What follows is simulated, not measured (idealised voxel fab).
Module name: voxel released beams (process module)
Square cell edge 5 nm, section width 260 nm, ID cut.
Think of the cross-section as a grid of square cells. We describe it in bands, top to bottom, and each band covers one or more rows of those cells. Basically the band line says how high the top is and how high the bottom is, in nm, and then what's in it from left to right, every material with its width in nm. Empty space shows up as "empty", and if a single material carries "throughout" it runs the full band edge to edge. For the purposes of this specification, 0 denotes the height below which the wafer in its as-received condition is composed wholly of one material, and the lowermost band, lacking a lower limit, extends downward without end, as expressed in "0 and below". Width "30..40": first value at the band's top row of cells, second value at its bottom row, equal change from row to row. Where a step carries "stayed the same", the cross-section came out of it unchanged, cell for cell. Entry "Fully closed voids" = empty spaces >= 8 cells with no open way to the top; each as width x height at distance, distance from left edge, all nm. Note: text after step settings on the step line = simulator remark on that step. You can add "overlay nm" to a step's line. For a step with a mask, it describes how far the mask lay to the right of its planned position, and a negative number describes a lay to the left.

Listed below are the process steps as planned
1. RECEIVE,material Si
2. CONFORMAL_DEP,material SiN,thk nm 5
3. DIRECTIONAL_DEP,material SiO2,thk nm 20
4. DIRECTIONAL_DEP,material aC,thk nm 15
5. PATTERN,tone open,mask id ANCHOR,material resist,width nm 25,thk nm 35,overlay nm 0
6. DIRECTIONAL_ETCH,etch materials aC,depth nm 15
7. STRIP,etch materials resist
8. DIRECTIONAL_ETCH,etch materials SiO2,depth nm 20
9. STRIP,etch materials aC
10. CONFORMAL_DEP,material TiN,thk nm 10
11. MASKED_ETCH,tone cover,mask id BEAM,width nm 100,etch materials TiN,depth nm 10,overlay nm 0
12. STRIP,etch materials SiO2

The first of a set of two wafers, run to plan

Cross-sectional view of the wafer in its as-received condition, corresponding to the state after step 1
* 0 and below = Si throughout
* Fully closed voids: none

Once step 2 is through, the wafer looks like this in cross-section
* 5 down to 0 = SiN throughout
* Heights below 0 show no change.

Once step 3 is through, the wafer looks like this in cross-section
* 25 down to 5 = SiO2 throughout
* Heights below 5 show no change.

Once step 4 is through, the wafer looks like this in cross-section
* 40 down to 25 = aC throughout
* Heights below 25 show no change.

Once step 5 is through, the wafer looks like this in cross-section
* 75 down to 40 = resist 80 nm  empty 25 nm  resist 155 nm
* Heights below 40 show no change.

Once step 6 is through, the wafer looks like this in cross-section
* 60 down to 40 = resist 80 nm  empty 25 nm  resist 155 nm
* 40 down to 25 = aC 80 nm  empty 25 nm  aC 155 nm
* Heights below 25 show no change.

Once step 7 is through, the wafer looks like this in cross-section
* 40 down to 25 = aC 80 nm  empty 25 nm  aC 155 nm
* Heights below 25 show no change.

Once step 8 is through, the wafer looks like this in cross-section
* 40 down to 25 = aC 80 nm  empty 25 nm  aC 155 nm
* 25 down to 5 = SiO2 80 nm  empty 25 nm  SiO2 155 nm
* Heights below 5 show no change.

Once step 9 is through, the wafer looks like this in cross-section
* 25 down to 5 = SiO2 80 nm  empty 25 nm  SiO2 155 nm
* Heights below 5 show no change.

Once step 10 is through, the wafer looks like this in cross-section
* 35 down to 25 = TiN 90 nm  empty 5 nm  TiN 165 nm
* 25 down to 15 = SiO2 80 nm  TiN 10 nm  empty 5 nm  TiN 10 nm  SiO2 155 nm
* 15 down to 5 = SiO2 80 nm  TiN 25 nm  SiO2 155 nm
* Heights below 5 show no change.

Once step 11 is through, the wafer looks like this in cross-section
* 35 down to 25 = empty 75 nm  TiN 15 nm  empty 5 nm  TiN 80 nm  empty 85 nm
* Heights below 25 show no change.

Once step 12 is through, the wafer looks like this in cross-section
* 35 down to 25 = empty 75 nm  TiN 15 nm  empty 5 nm  TiN 80 nm  empty 85 nm
* 25 down to 15 = empty 80 nm  TiN 10 nm  empty 5 nm  TiN 10 nm  empty 155 nm
* 15 down to 5 = empty 80 nm  TiN 25 nm  empty 155 nm
* Heights below 5 show no change.

Second wafer. Start and plan as for the first. One mistake made in running. Agrees with the first up to and including step 11

The second wafer in cross-section, at the planned close of step 12
* 35 down to 25 = empty 75 nm  TiN 15 nm  empty 5 nm  TiN 80 nm  empty 85 nm
* 25 down to 15 = empty 80 nm  TiN 10 nm  empty 5 nm  TiN 10 nm  empty 155 nm
* 15 down to 5 = empty 80 nm  TiN 25 nm  empty 155 nm
* Heights below 5 show no change.
Short version of what went wrong: step 12 in the plan was executed twice
The two wafers wind up with the same cross-section at the end, so whatever this model computes is the same despite the mistake.
